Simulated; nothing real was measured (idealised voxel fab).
Presented below is a process module, voxel gate over fins.
Cross-section cut: width 155 nm, square cells of 5 nm.
Notation: cross-section as square-cell grid; stated in bands, top first, going down; one or more cell rows per band. What a band's entry tells you: where the top is and where the bottom is, as heights in nm, and after that what lies inside, material by material from left to right, each with its width in nm. Empty space is written as the word "empty", and a single material marked with the word "everywhere" occupies the band from edge to edge. Height is counted from the level 0, under which the received wafer is composed throughout of one material. The lowest of the bands is not closed at the bottom but continues downward, in the notation "0 and below". It should be noted that a width expressed as "30->40" varies in equal increments from row to row of cells within the band, taking the value of the first number at the top row and that of the second number at the bottom row. You'll sometimes find "left unchanged" written for a step, and that's the way of saying that nowhere in the cross-section did a cell change during that step. Under "Unvented voids" you'll find the enclosed gaps, the ones with no way out to the top, that are 8 cells or bigger; each reads width x height at distance, with distance counted from the left edge, everything in nm. If you see something after the settings on a step's line, that's the simulator's own remark about that step. Each step line may optionally specify "overlay nm", which for a step with a mask gives the rightward distance between the mask's planned place and where it lay, a negative value indicating the leftward direction.

-- The steps planned for the process are as follows
1: RECEIVE, material Si
2: CONFORMAL_DEP, material SiN, thk nm 5
3: PATTERN, tone cover, mask id FINS, material resist, width nm 15, pitch nm 35, thk nm 15, overlay nm 0
4: DIRECTIONAL_ETCH, etch materials SiN, depth nm 5
5: DIRECTIONAL_ETCH, etch materials Si, depth nm 30
6: STRIP, etch materials resist
7: OXIDIZE, depth nm 5
8: FILL_DEP, material SiO2, thk nm 15
9: CMP, height nm 5
10: SELECTIVE_ETCH, etch materials SiO2, depth nm 15
11: STRIP, etch materials SiN
12: CONFORMAL_DEP, material HfO2, thk nm 5
13: CONFORMAL_DEP, material TiN, thk nm 5
14: FILL_DEP, material W, thk nm 10
15: CMP, height nm 15
16: CONFORMAL_DEP, material SiCN, thk nm 10

-- Below: the first of two wafers, run as planned

-- Shown in cross-section is the wafer as received, that is, as it stands after step 1
  0 and below  Si everywhere
  Unvented voids: none

-- How the wafer stands in section after step 2
  5 down to 0  SiN everywhere
  below 0: unchanged

-- How the wafer stands in section after step 3
  20 down to 5  50 of empty, then 15 of resist, then 20 of empty, then 15 of resist, then 55 of empty
  below 5: unchanged

-- How the wafer stands in section after step 4
  20 down to 5  50 of empty, then 15 of resist, then 20 of empty, then 15 of resist, then 55 of empty
  5 down to 0  50 of empty, then 15 of SiN, then 20 of empty, then 15 of SiN, then 55 of empty
  below 0: unchanged

-- How the wafer stands in section after step 5
  20 down to 5  50 of empty, then 15 of resist, then 20 of empty, then 15 of resist, then 55 of empty
  5 down to 0  50 of empty, then 15 of SiN, then 20 of empty, then 15 of SiN, then 55 of empty
  0 down to -30  50 of empty, then 15 of Si, then 20 of empty, then 15 of Si, then 55 of empty
  below -30: unchanged

-- How the wafer stands in section after step 6
  5 down to 0  50 of empty, then 15 of SiN, then 20 of empty, then 15 of SiN, then 55 of empty
  below 0: unchanged

-- How the wafer stands in section after step 7
  5 down to 0  50 of empty, then 15 of SiN, then 20 of empty, then 15 of SiN, then 55 of empty
  0 down to -30  50 of empty, then 5 of SiO2, then 5 of Si, then 5 of SiO2, then 20 of empty, then 5 of SiO2, then 5 of Si, then 5 of SiO2, then 55 of empty
  -30 down to -35  55 of SiO2, then 5 of Si, then 30 of SiO2, then 5 of Si, then 60 of SiO2
  below -35: unchanged

-- How the wafer stands in section after step 8
  20 down to 5  SiO2 everywhere
  5 down to 0  50 of SiO2, then 15 of SiN, then 20 of SiO2, then 15 of SiN, then 55 of SiO2
  0 down to -35  55 of SiO2, then 5 of Si, then 30 of SiO2, then 5 of Si, then 60 of SiO2
  below -35: unchanged

-- How the wafer stands in section after step 9
  5 down to 0  50 of SiO2, then 15 of SiN, then 20 of SiO2, then 15 of SiN, then 55 of SiO2
  below 0: unchanged

-- How the wafer stands in section after step 10
  5 down to 0  50 of empty, then 15 of SiN, then 20 of empty, then 15 of SiN, then 55 of empty
  0 down to -10  55 of empty, then 5 of Si, then 30 of empty, then 5 of Si, then 60 of empty
  below -10: unchanged

-- How the wafer stands in section after step 11
  0 down to -10  55 of empty, then 5 of Si, then 30 of empty, then 5 of Si, then 60 of empty
  below -10: unchanged

-- How the wafer stands in section after step 12
  5 down to 0  50 of empty, then 15 of HfO2, then 20 of empty, then 15 of HfO2, then 55 of empty
  0 down to -5  50 of empty, then 5 of HfO2, then 5 of Si, then 5 of HfO2, then 20 of empty, then 5 of HfO2, then 5 of Si, then 5 of HfO2, then 55 of empty
  -5 down to -10  55 of HfO2, then 5 of Si, then 30 of HfO2, then 5 of Si, then 60 of HfO2
  below -10: unchanged

-- How the wafer stands in section after step 13
  10 down to 5  45 of empty, then 25 of TiN, then 10 of empty, then 25 of TiN, then 50 of empty
  5 down to 0  45 of empty, then 5 of TiN, then 15 of HfO2, then 5 of TiN, then 10 of empty, then 5 of TiN, then 15 of HfO2, then 5 of TiN, then 50 of empty
  0 down to -5  50 of TiN, then 5 of HfO2, then 5 of Si, then 5 of HfO2, then 20 of TiN, then 5 of HfO2, then 5 of Si, then 5 of HfO2, then 55 of TiN
  below -5: unchanged

-- How the wafer stands in section after step 14
  20 down to 10  W everywhere
  10 down to 5  45 of W, then 25 of TiN, then 10 of W, then 25 of TiN, then 50 of W
  5 down to 0  45 of W, then 5 of TiN, then 15 of HfO2, then 5 of TiN, then 10 of W, then 5 of TiN, then 15 of HfO2, then 5 of TiN, then 50 of W
  below 0: unchanged

-- How the wafer stands in section after step 15
  15 down to 10  W everywhere
  below 10: unchanged

-- How the wafer stands in section after step 16
  25 down to 15  SiCN everywhere
  below 15: unchanged

-- Second Wafer (Identical Start and Plan, One Processing Error; Matches First Wafer Through Step 12)

-- Second wafer shown in cross-section at the time step 13 was slated to end
  10 down to 5  45 of empty, then 25 of SiO2, then 10 of empty, then 25 of SiO2, then 50 of empty
  5 down to 0  45 of empty, then 5 of SiO2, then 15 of HfO2, then 5 of SiO2, then 10 of empty, then 5 of SiO2, then 15 of HfO2, then 5 of SiO2, then 50 of empty
  0 down to -5  50 of SiO2, then 5 of HfO2, then 5 of Si, then 5 of HfO2, then 20 of SiO2, then 5 of HfO2, then 5 of Si, then 5 of HfO2, then 55 of SiO2
  below -5: unchanged

-- Second wafer shown in cross-section at the time step 14 was slated to end
  20 down to 10  W everywhere
  10 down to 5  45 of W, then 25 of SiO2, then 10 of W, then 25 of SiO2, then 50 of W
  5 down to 0  45 of W, then 5 of SiO2, then 15 of HfO2, then 5 of SiO2, then 10 of W, then 5 of SiO2, then 15 of HfO2, then 5 of SiO2, then 50 of W
  below 0: unchanged

-- Second wafer shown in cross-section at the time step 15 was slated to end
  15 down to 10  W everywhere
  below 10: unchanged

-- Second wafer shown in cross-section at the time step 16 was slated to end
  25 down to 15  SiCN everywhere
  below 15: unchanged
Here's what went sideways: in deviation from the planned setting, step 13 was conducted as CONFORMAL_DEP, material SiO2, thk nm 5
End of process, cell counts, second wafer against first, materials with more or fewer: SiO2: 39 more, TiN: 39 fewer
